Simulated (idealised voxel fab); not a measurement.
Process module name: voxel self aligned vias
FYI the section here is cut, 235 nm wide, cells are 5 nm squares.
Just so we're on the same page, the cross-sections are grids of square cells, and they're listed out in bands top to bottom, each band one or more rows deep.
What a band's entry tells you: where the top is and where the bottom is, as heights in nm, and after that what lies inside, material by material from left to right, each with its width in nm. Empty space is written as the word "empty", and a single material marked with the word "edge to edge" occupies the band from edge to edge.
Note: height 0 marks the level under which the wafer is uniformly one material as received. Lowest band unbounded below, written "0 and below".
Width spec "30->40" -> top row of cells at first value, bottom row at second value, equal per-row change in between.
Where the words "nothing altered" appear for a step, the cross-section shows no cell changed by that step; every cell remained as before.
"Sealed void list" - sealed voids, min. 8 cells, no opening to top; format: width x height at distance (distance from left edge; nm throughout).
Heads up: the bit after the settings on a step's line is the simulator's remark on that step.
A step line may carry the setting "overlay nm", which, for steps involving a mask, states the distance by which the mask lay to the right of its intended position; negative values denote displacement to the left.
# plan
1) RECEIVE, material Si
2) CONFORMAL_DEP, material SiO2, thk nm 10
3) CONFORMAL_DEP, material SiCN, thk nm 5
4) DIRECTIONAL_DEP, material SiO2, thk nm 20
5) PATTERN, tone open, mask id LINES, material resist, width nm 30, pitch nm 70, thk nm 20, overlay nm 0
6) DIRECTIONAL_ETCH, etch materials SiO2, depth nm 20
7) STRIP, etch materials resist
8) CONFORMAL_DEP, material TiN, thk nm 5
9) FILL_DEP, material Ru, thk nm 5
10) CMP, height nm 35
11) SELECTIVE_ETCH, etch materials W Ru TiN, depth nm 10
12) FILL_DEP, material SiN, thk nm 5
13) CMP, height nm 35
14) DIRECTIONAL_DEP, material SiO2, thk nm 15
15) DIRECTIONAL_DEP, material aC, thk nm 15
16) PATTERN, tone open, mask id VIAS, material resist, width nm 50, pitch nm 70, thk nm 35, overlay nm 0
17) DIRECTIONAL_ETCH, etch materials aC, depth nm 15
18) STRIP, etch materials resist
19) DIRECTIONAL_ETCH, etch materials SiO2, depth nm 15
20) DIRECTIONAL_ETCH, etch materials SiN, depth nm 10
21) STRIP, etch materials aC
22) CONFORMAL_DEP, material TiN, thk nm 5
23) FILL_DEP, material W, thk nm 5
24) CMP, height nm 50
25) CONFORMAL_DEP, material SiCN, thk nm 5
# Concerning the first of two wafers, which was run in accordance with the plan
# Cross-section of the wafer as it came to us, i.e., already through step 1
	0 and below  Si edge to edge
	Sealed void list: none
# Sectional view: wafer, after step 2
	10 down to 0  SiO2 edge to edge
	Below a height of 0, the structure has not been altered.
# Sectional view: wafer, after step 3
	15 down to 10  SiCN edge to edge
	Below a height of 10, the structure has not been altered.
# Sectional view: wafer, after step 4
	35 down to 15  SiO2 edge to edge
	Below a height of 15, the structure has not been altered.
# Sectional view: wafer, after step 5
	55 down to 35  resist: 30  empty: 30  resist: 40  empty: 30  resist: 40  empty: 30  resist: 35
	Below a height of 35, the structure has not been altered.
# Sectional view: wafer, after step 6
	55 down to 35  resist: 30  empty: 30  resist: 40  empty: 30  resist: 40  empty: 30  resist: 35
	35 down to 15  SiO2: 30  empty: 30  SiO2: 40  empty: 30  SiO2: 40  empty: 30  SiO2: 35
	Below a height of 15, the structure has not been altered.
# Sectional view: wafer, after step 7
	35 down to 15  SiO2: 30  empty: 30  SiO2: 40  empty: 30  SiO2: 40  empty: 30  SiO2: 35
	Below a height of 15, the structure has not been altered.
# Sectional view: wafer, after step 8
	40 down to 35  TiN: 35  empty: 20  TiN: 50  empty: 20  TiN: 50  empty: 20  TiN: 40
	35 down to 20  SiO2: 30  TiN: 5  empty: 20  TiN: 5  SiO2: 40  TiN: 5  empty: 20  TiN: 5  SiO2: 40  TiN: 5  empty: 20  TiN: 5  SiO2: 35
	20 down to 15  SiO2: 30  TiN: 30  SiO2: 40  TiN: 30  SiO2: 40  TiN: 30  SiO2: 35
	Below a height of 15, the structure has not been altered.
# Sectional view: wafer, after step 9
	45 down to 40  Ru edge to edge
	40 down to 35  TiN: 35  Ru: 20  TiN: 50  Ru: 20  TiN: 50  Ru: 20  TiN: 40
	35 down to 20  SiO2: 30  TiN: 5  Ru: 20  TiN: 5  SiO2: 40  TiN: 5  Ru: 20  TiN: 5  SiO2: 40  TiN: 5  Ru: 20  TiN: 5  SiO2: 35
	Below a height of 20, the structure has not been altered.
# Sectional view: wafer, after step 10
	35 down to 20  SiO2: 30  TiN: 5  Ru: 20  TiN: 5  SiO2: 40  TiN: 5  Ru: 20  TiN: 5  SiO2: 40  TiN: 5  Ru: 20  TiN: 5  SiO2: 35
	Below a height of 20, the structure has not been altered.
# Sectional view: wafer, after step 11
	35 down to 25  SiO2: 30  empty: 30  SiO2: 40  empty: 30  SiO2: 40  empty: 30  SiO2: 35
	Below a height of 25, the structure has not been altered.
# Sectional view: wafer, after step 12
	40 down to 35  SiN edge to edge
	35 down to 25  SiO2: 30  SiN: 30  SiO2: 40  SiN: 30  SiO2: 40  SiN: 30  SiO2: 35
	Below a height of 25, the structure has not been altered.
# Sectional view: wafer, after step 13
	35 down to 25  SiO2: 30  SiN: 30  SiO2: 40  SiN: 30  SiO2: 40  SiN: 30  SiO2: 35
	Below a height of 25, the structure has not been altered.
# Sectional view: wafer, after step 14
	50 down to 35  SiO2 edge to edge
	Below a height of 35, the structure has not been altered.
# Sectional view: wafer, after step 15
	65 down to 50  aC edge to edge
	Below a height of 50, the structure has not been altered.
# Sectional view: wafer, after step 16
	100 down to 65  resist: 20  empty: 50  resist: 20  empty: 50  resist: 20  empty: 50  resist: 25
	Below a height of 65, the structure has not been altered.
# Sectional view: wafer, after step 17
	85 down to 65  resist: 20  empty: 50  resist: 20  empty: 50  resist: 20  empty: 50  resist: 25
	65 down to 50  aC: 20  empty: 50  aC: 20  empty: 50  aC: 20  empty: 50  aC: 25
	Below a height of 50, the structure has not been altered.
# Sectional view: wafer, after step 18
	65 down to 50  aC: 20  empty: 50  aC: 20  empty: 50  aC: 20  empty: 50  aC: 25
	Below a height of 50, the structure has not been altered.
# Sectional view: wafer, after step 19
	65 down to 50  aC: 20  empty: 50  aC: 20  empty: 50  aC: 20  empty: 50  aC: 25
	50 down to 35  SiO2: 20  empty: 50  SiO2: 20  empty: 50  SiO2: 20  empty: 50  SiO2: 25
	Below a height of 35, the structure has not been altered.
# Sectional view: wafer, after step 20
	65 down to 50  aC: 20  empty: 50  aC: 20  empty: 50  aC: 20  empty: 50  aC: 25
	50 down to 35  SiO2: 20  empty: 50  SiO2: 20  empty: 50  SiO2: 20  empty: 50  SiO2: 25
	35 down to 25  SiO2: 30  empty: 30  SiO2: 40  empty: 30  SiO2: 40  empty: 30  SiO2: 35
	Below a height of 25, the structure has not been altered.
# Sectional view: wafer, after step 21
	50 down to 35  SiO2: 20  empty: 50  SiO2: 20  empty: 50  SiO2: 20  empty: 50  SiO2: 25
	Below a height of 35, the structure has not been altered.
# Sectional view: wafer, after step 22
	55 down to 50  TiN: 25  empty: 40  TiN: 30  empty: 40  TiN: 30  empty: 40  TiN: 30
	50 down to 40  SiO2: 20  TiN: 5  empty: 40  TiN: 5  SiO2: 20  TiN: 5  empty: 40  TiN: 5  SiO2: 20  TiN: 5  empty: 40  TiN: 5  SiO2: 25
	40 down to 30  SiO2: 20->30  TiN: 15->5  empty: 20  TiN: 15->5  SiO2: 20->40  TiN: 15->5  empty: 20  TiN: 15->5  SiO2: 20->40  TiN: 15->5  empty: 20  TiN: 15->5  SiO2: 25->35
	30 down to 25  SiO2: 30  TiN: 30  SiO2: 40  TiN: 30  SiO2: 40  TiN: 30  SiO2: 35
	Below a height of 25, the structure has not been altered.
# Sectional view: wafer, after step 23
	60 down to 55  W edge to edge
	55 down to 50  TiN: 25  W: 40  TiN: 30  W: 40  TiN: 30  W: 40  TiN: 30
	50 down to 40  SiO2: 20  TiN: 5  W: 40  TiN: 5  SiO2: 20  TiN: 5  W: 40  TiN: 5  SiO2: 20  TiN: 5  W: 40  TiN: 5  SiO2: 25
	40 down to 30  SiO2: 20->30  TiN: 15->5  W: 20  TiN: 15->5  SiO2: 20->40  TiN: 15->5  W: 20  TiN: 15->5  SiO2: 20->40  TiN: 15->5  W: 20  TiN: 15->5  SiO2: 25->35
	Below a height of 30, the structure has not been altered.
# Sectional view: wafer, after step 24
	50 down to 40  SiO2: 20  TiN: 5  W: 40  TiN: 5  SiO2: 20  TiN: 5  W: 40  TiN: 5  SiO2: 20  TiN: 5  W: 40  TiN: 5  SiO2: 25
	Below a height of 40, the structure has not been altered.
# Sectional view: wafer, after step 25
	55 down to 50  SiCN edge to edge
	Below a height of 50, the structure has not been altered.
# Wafer two: like wafer one in start and plan, but with one mistake in execution; identical up to and including step 2
The second wafer in cross-section, at the planned close of step 3: nothing altered
# The second wafer in cross-section, at the planned close of step 4
	30 down to 0  SiO2 edge to edge
	Below a height of 0, the structure has not been altered.
# The second wafer in cross-section, at the planned close of step 5
	50 down to 30  resist: 30  empty: 30  resist: 40  empty: 30  resist: 40  empty: 30  resist: 35
	Below a height of 30, the structure has not been altered.
# The second wafer in cross-section, at the planned close of step 6
	50 down to 30  resist: 30  empty: 30  resist: 40  empty: 30  resist: 40  empty: 30  resist: 35
	30 down to 10  SiO2: 30  empty: 30  SiO2: 40  empty: 30  SiO2: 40  empty: 30  SiO2: 35
	Below a height of 10, the structure has not been altered.
# The second wafer in cross-section, at the planned close of step 7
	30 down to 10  SiO2: 30  empty: 30  SiO2: 40  empty: 30  SiO2: 40  empty: 30  SiO2: 35
	Below a height of 10, the structure has not been altered.
# The second wafer in cross-section, at the planned close of step 8
	35 down to 30  TiN: 35  empty: 20  TiN: 50  empty: 20  TiN: 50  empty: 20  TiN: 40
	30 down to 15  SiO2: 30  TiN: 5  empty: 20  TiN: 5  SiO2: 40  TiN: 5  empty: 20  TiN: 5  SiO2: 40  TiN: 5  empty: 20  TiN: 5  SiO2: 35
	15 down to 10  SiO2: 30  TiN: 30  SiO2: 40  TiN: 30  SiO2: 40  TiN: 30  SiO2: 35
	Below a height of 10, the structure has not been altered.
# The second wafer in cross-section, at the planned close of step 9
	40 down to 35  Ru edge to edge
	35 down to 30  TiN: 35  Ru: 20  TiN: 50  Ru: 20  TiN: 50  Ru: 20  TiN: 40
	30 down to 15  SiO2: 30  TiN: 5  Ru: 20  TiN: 5  SiO2: 40  TiN: 5  Ru: 20  TiN: 5  SiO2: 40  TiN: 5  Ru: 20  TiN: 5  SiO2: 35
	Below a height of 15, the structure has not been altered.
# The second wafer in cross-section, at the planned close of step 10
	35 down to 30  TiN: 35  Ru: 20  TiN: 50  Ru: 20  TiN: 50  Ru: 20  TiN: 40
	Below a height of 30, the structure has not been altered.
# The second wafer in cross-section, at the planned close of step 11
	30 down to 25  SiO2: 30  empty: 30  SiO2: 40  empty: 30  SiO2: 40  empty: 30  SiO2: 35
	Below a height of 25, the structure has not been altered.
# The second wafer in cross-section, at the planned close of step 12
	35 down to 30  SiN edge to edge
	30 down to 25  SiO2: 30  SiN: 30  SiO2: 40  SiN: 30  SiO2: 40  SiN: 30  SiO2: 35
	Below a height of 25, the structure has not been altered.
The second wafer in cross-section, at the planned close of step 13: nothing altered
# The second wafer in cross-section, at the planned close of step 14
	50 down to 35  SiO2 edge to edge
	Below a height of 35, the structure has not been altered.
# The second wafer in cross-section, at the planned close of step 15
	65 down to 50  aC edge to edge
	Below a height of 50, the structure has not been altered.
# The second wafer in cross-section, at the planned close of step 16
	100 down to 65  resist: 20  empty: 50  resist: 20  empty: 50  resist: 20  empty: 50  resist: 25
	Below a height of 65, the structure has not been altered.
# The second wafer in cross-section, at the planned close of step 17
	85 down to 65  resist: 20  empty: 50  resist: 20  empty: 50  resist: 20  empty: 50  resist: 25
	65 down to 50  aC: 20  empty: 50  aC: 20  empty: 50  aC: 20  empty: 50  aC: 25
	Below a height of 50, the structure has not been altered.
# The second wafer in cross-section, at the planned close of step 18
	65 down to 50  aC: 20  empty: 50  aC: 20  empty: 50  aC: 20  empty: 50  aC: 25
	Below a height of 50, the structure has not been altered.
# The second wafer in cross-section, at the planned close of step 19
	65 down to 50  aC: 20  empty: 50  aC: 20  empty: 50  aC: 20  empty: 50  aC: 25
	50 down to 35  SiO2: 20  empty: 50  SiO2: 20  empty: 50  SiO2: 20  empty: 50  SiO2: 25
	Below a height of 35, the structure has not been altered.
# The second wafer in cross-section, at the planned close of step 20
	65 down to 50  aC: 20  empty: 50  aC: 20  empty: 50  aC: 20  empty: 50  aC: 25
	50 down to 35  SiO2: 20  empty: 50  SiO2: 20  empty: 50  SiO2: 20  empty: 50  SiO2: 25
	35 down to 30  SiN: 20  empty: 50  SiN: 20  empty: 50  SiN: 20  empty: 50  SiN: 25
	30 down to 25  SiO2: 30  empty: 30  SiO2: 40  empty: 30  SiO2: 40  empty: 30  SiO2: 35
	Below a height of 25, the structure has not been altered.
# The second wafer in cross-section, at the planned close of step 21
	50 down to 35  SiO2: 20  empty: 50  SiO2: 20  empty: 50  SiO2: 20  empty: 50  SiO2: 25
	Below a height of 35, the structure has not been altered.
# The second wafer in cross-section, at the planned close of step 22
	55 down to 50  TiN: 25  empty: 40  TiN: 30  empty: 40  TiN: 30  empty: 40  TiN: 30
	50 down to 35  SiO2: 20  TiN: 5  empty: 40  TiN: 5  SiO2: 20  TiN: 5  empty: 40  TiN: 5  SiO2: 20  TiN: 5  empty: 40  TiN: 5  SiO2: 25
	35 down to 30  SiN: 20  TiN: 15  empty: 20  TiN: 15  SiN: 20  TiN: 15  empty: 20  TiN: 15  SiN: 20  TiN: 15  empty: 20  TiN: 15  SiN: 25
	30 down to 25  SiO2: 30  TiN: 30  SiO2: 40  TiN: 30  SiO2: 40  TiN: 30  SiO2: 35
	Below a height of 25, the structure has not been altered.
# The second wafer in cross-section, at the planned close of step 23
	60 down to 55  W edge to edge
	55 down to 50  TiN: 25  W: 40  TiN: 30  W: 40  TiN: 30  W: 40  TiN: 30
	50 down to 35  SiO2: 20  TiN: 5  W: 40  TiN: 5  SiO2: 20  TiN: 5  W: 40  TiN: 5  SiO2: 20  TiN: 5  W: 40  TiN: 5  SiO2: 25
	35 down to 30  SiN: 20  TiN: 15  W: 20  TiN: 15  SiN: 20  TiN: 15  W: 20  TiN: 15  SiN: 20  TiN: 15  W: 20  TiN: 15  SiN: 25
	Below a height of 30, the structure has not been altered.
# The second wafer in cross-section, at the planned close of step 24
	50 down to 35  SiO2: 20  TiN: 5  W: 40  TiN: 5  SiO2: 20  TiN: 5  W: 40  TiN: 5  SiO2: 20  TiN: 5  W: 40  TiN: 5  SiO2: 25
	Below a height of 35, the structure has not been altered.
# The second wafer in cross-section, at the planned close of step 25
	55 down to 50  SiCN edge to edge
	Below a height of 50, the structure has not been altered.
what went wrong: step 3 was left out
It is noted that, at the conclusion of processing, the second wafer exhibits a higher or lower cell count for certain materials relative to the first: +12 Ru; -47 SiCN; +17 SiN; +6 TiN; +12 W
